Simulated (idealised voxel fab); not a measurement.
Herein follows the process module entitled voxel fin reveal.
Section cut is 255 nm wide and gridded with 5 nm square cells.
How to read a cross-section here: the picture is a grid of square cells, written as bands going from the top down, and any band can span one or more rows of cells. What a band's entry tells you: where the top is and where the bottom is, as heights in nm, and after that what lies inside, material by material from left to right, each with its width in nm. Empty space is written as the word "blank", and a single material marked with the word "all across" occupies the band from edge to edge. Where do heights start? At 0: under that level the wafer as delivered is made of one material only. And the lowest band has no floor; it just carries on downward, as in "0 and below". Read "30->40" as a graded width: first number on top, second number at the bottom, same change between each pair of neighbouring rows. "nothing changed" for a step: no cell of the cross-section changed in that step. "Voids lacking openings" contains a list of empty spaces, each no smaller than 8 cells and without an open way to the top, written in the form width x height at distance with the distance from the left edge and all three in nm. It should be noted that, on the line of a given step, the content following the step's settings is a remark produced by the simulator itself with respect to that step. The "overlay nm" setting may appear on a step's line; for a step that uses a mask, it gives how far to the right of its planned position the mask lay, and a negative value indicates the left.
## Planned process steps
1,RECEIVE: material Si
2,CONFORMAL_DEP: material SiN, thk nm 5
3,DIRECTIONAL_DEP: material aC, thk nm 10
4,PATTERN: tone cover, mask id FINS, material resist, width nm 15, pitch nm 35, thk nm 25, overlay nm 0
5,DIRECTIONAL_ETCH: etch materials aC, depth nm 10
6,STRIP: etch materials resist
7,DIRECTIONAL_ETCH: etch materials SiN, depth nm 5
8,DIRECTIONAL_ETCH: etch materials Si, depth nm 30
9,STRIP: etch materials aC
10,FILL_DEP: material SiO2, thk nm 15
11,CMP: height nm 5
12,SELECTIVE_ETCH: etch materials SiO2, depth nm 15
13,STRIP: etch materials SiN
14,CONFORMAL_DEP: material HfO2, thk nm 5
## So this is the incoming wafer in cross-section - it's already been through step 1
	0 and below: Si all across
	Voids lacking openings: none
## Module complete - cross-section of the first of two wafers, run according to plan
	5 down to 0: blank: 80; HfO2: 25; blank: 10; HfO2: 25; blank: 10; HfO2: 25; blank: 80
	0 down to -5: blank: 80; HfO2: 5; Si: 15; HfO2: 5; blank: 10; HfO2: 5; Si: 15; HfO2: 5; blank: 10; HfO2: 5; Si: 15; HfO2: 5; blank: 80
	-5 down to -10: HfO2: 85; Si: 15; HfO2: 20; Si: 15; HfO2: 20; Si: 15; HfO2: 85
	-10 down to -30: SiO2: 85; Si: 15; SiO2: 20; Si: 15; SiO2: 20; Si: 15; SiO2: 85
	-30 and below: Si all across
	Voids lacking openings: none
## Cross-section, second wafer: same start as the first, same plan as the first, one mistake in running it; taken at the end of the module
	5 down to 0: blank: 80; HfO2: 25; blank: 10; HfO2: 25; blank: 10; HfO2: 25; blank: 80
	0 down to -20: blank: 80; HfO2: 5; Si: 15; HfO2: 5; blank: 10; HfO2: 5; Si: 15; HfO2: 5; blank: 10; HfO2: 5; Si: 15; HfO2: 5; blank: 80
	-20 down to -25: HfO2: 85; Si: 15; HfO2: 20; Si: 15; HfO2: 20; Si: 15; HfO2: 85
	-25 down to -30: SiO2: 85; Si: 15; SiO2: 20; Si: 15; SiO2: 20; Si: 15; SiO2: 85
	-30 and below: Si all across
	Voids lacking openings: none
Which mistake was made when the wafer was run? step 12, plan: ran twice
Bottom line after processing is that, in cells, the second wafer is up or down on some materials versus the first: 18 more of HfO2 | 126 fewer of SiO2
